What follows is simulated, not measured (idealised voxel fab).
Herein follows the process module entitled voxel capacitor over wiring.
The figure presents cross-section cut, which has a width of 190 nm and is divided into square cells with an edge length of 5 nm.
A cross-section is written here as square cells arranged in a grid, and it is given in bands from the top down, each band taking up one or more rows of cells. Quick guide to a band line: top height, bottom height (nm) up front; then every material left to right with its width in nm. Only one material and it's marked "all across"? Then it fills the band edge to edge. And "blank" just means empty space. Heights are measured from 0, the level below which the as-received wafer is all one material; the lowest band has no bottom and continues downward, written as in "0 down". The two numbers in a width such as "30->40" mark its ends across the band: the first belongs to the top row of cells, the second to the bottom row, and from each row to the next the width moves by the same amount. A step reported as "stayed the same" is a step in which no cell of the cross-section changed. Basically, "Closed empty spaces" tells you about the enclosed voids: empty spaces with no open way to the top, 8 cells or bigger, each written width x height at distance, where distance is from the left edge, all in nm. What comes after the settings on a step's line is commentary from the simulator itself on that step. overlay nm: mask offset rightward from planned place, masked step; negative means leftward offset.

So here's the lineup of process steps we planned
1: RECEIVE (material Si)
2: CONFORMAL_DEP (material SiO2; thk nm 10)
3: DIRECTIONAL_DEP (material TiN; thk nm 5)
4: DIRECTIONAL_DEP (material W; thk nm 15)
5: DIRECTIONAL_DEP (material aC; thk nm 10)
6: PATTERN (tone cover; mask id METAL_1; material resist; width nm 30; pitch nm 100; thk nm 25; overlay nm 0)
7: DIRECTIONAL_ETCH (etch materials aC; depth nm 10)
8: STRIP (etch materials resist)
9: DIRECTIONAL_ETCH (etch materials W; depth nm 15)
10: DIRECTIONAL_ETCH (etch materials TiN; depth nm 5)
11: STRIP (etch materials aC)
12: FILL_DEP (material SiO2; thk nm 10)
13: CMP (height nm 30)
14: CONFORMAL_DEP (material SiCN; thk nm 5)
15: DIRECTIONAL_DEP (material SiO2; thk nm 20)
16: PATTERN (tone open; mask id PLUG_1; material resist; width nm 15; thk nm 15; overlay nm 0)
17: DIRECTIONAL_ETCH (etch materials SiO2; depth nm 20)
18: DIRECTIONAL_ETCH (etch materials SiCN; depth nm 5)
19: STRIP (etch materials resist)
20: EPI (material Ru; thk nm 10)
21: EPI (material Ru; thk nm 10)
22: EPI (material Ru; thk nm 5)
23: DIRECTIONAL_DEP (material TiN; thk nm 5)
24: DIRECTIONAL_DEP (material HfO2; thk nm 5)
25: DIRECTIONAL_DEP (material TiN; thk nm 10)
26: DIRECTIONAL_DEP (material aC; thk nm 10)
27: PATTERN (tone cover; mask id UPPER_PLATE; material resist; width nm 75; thk nm 30; overlay nm 0)
28: DIRECTIONAL_ETCH (etch materials aC; depth nm 10)
29: STRIP (etch materials resist)
30: DIRECTIONAL_ETCH (etch materials TiN; depth nm 10)
31: DIRECTIONAL_ETCH (etch materials HfO2; depth nm 5)
32: STRIP (etch materials aC)
33: DIRECTIONAL_DEP (material aC; thk nm 10)
34: PATTERN (tone cover; mask id LOWER_PLATE; material resist; width nm 85; thk nm 25; overlay nm 0)
35: DIRECTIONAL_ETCH (etch materials aC; depth nm 10)
36: STRIP (etch materials resist)
37: DIRECTIONAL_ETCH (etch materials TiN; depth nm 5)
38: STRIP (etch materials aC)
39: FILL_DEP (material SiO2; thk nm 15)
40: CMP (height nm 85)
41: DIRECTIONAL_DEP (material aC; thk nm 15)
42: PATTERN (tone open; mask id PLUG_2; material resist; width nm 15; thk nm 35; overlay nm 0)
43: DIRECTIONAL_ETCH (etch materials aC; depth nm 15)
44: STRIP (etch materials resist)
45: DIRECTIONAL_ETCH (etch materials SiO2; depth nm 10)
46: STRIP (etch materials aC)
47: CONFORMAL_DEP (material TiN; thk nm 5)
48: FILL_DEP (material Ru; thk nm 5)
49: CMP (height nm 85)
50: CONFORMAL_DEP (material SiN; thk nm 5)

Cross-section: wafer on arrival = after step 1
0 down: Si all across
Closed empty spaces: none

The first of two wafers, cross-sectioned at the end of the module, with the run proceeding as planned
90 to 85: SiN all across
85 to 80: SiO2: 55  TiN: 5  Ru: 5  TiN: 5  SiO2: 120
80 to 75: SiO2: 55  TiN: 15  SiO2: 120
75 to 65: SiO2: 45  TiN: 75  SiO2: 70
65 to 60: SiO2: 45  HfO2: 75  SiO2: 70
60 to 55: SiO2: 40  TiN: 85  SiO2: 65
55 to 35: SiO2: 45  Ru: 15  SiO2: 130
35 to 30: SiCN: 45  Ru: 15  SiCN: 130
30 to 15: SiO2: 30  W: 30  SiO2: 70  W: 30  SiO2: 30
15 to 10: SiO2: 30  TiN: 30  SiO2: 70  TiN: 30  SiO2: 30
10 to 0: SiO2 all across
0 down: Si all across
Closed empty spaces: none

Wafer two cross-section, module end. Start and plan unchanged from wafer one; one mistake made during the run
90 to 85: SiN all across
85 to 80: SiO2: 55  TiN: 5  Ru: 5  TiN: 5  SiO2: 120
80 to 75: SiO2: 55  TiN: 15  SiO2: 120
75 to 65: SiO2: 60  TiN: 60  SiO2: 70
65 to 60: SiO2: 45  TiN: 15  HfO2: 60  SiO2: 70
60 to 55: SiO2: 40  TiN: 85  SiO2: 65
55 to 50: SiO2: 45  HfO2: 15  SiO2: 130
50 to 45: SiO2: 45  TiN: 15  SiO2: 130
45 to 35: SiO2: 45  Ru: 15  SiO2: 130
35 to 30: SiCN: 45  Ru: 15  SiCN: 130
30 to 15: SiO2: 30  W: 30  SiO2: 70  W: 30  SiO2: 30
15 to 10: SiO2: 30  TiN: 30  SiO2: 70  TiN: 30  SiO2: 30
10 to 0: SiO2 all across
0 down: Si all across
Closed empty spaces: none
Want to know what went wrong? one of the steps 20 and 21, which are alike, was left out
At the finish, the second wafer shows more or fewer cells for some materials than the first does: 6 fewer of Ru, 6 more of SiO2
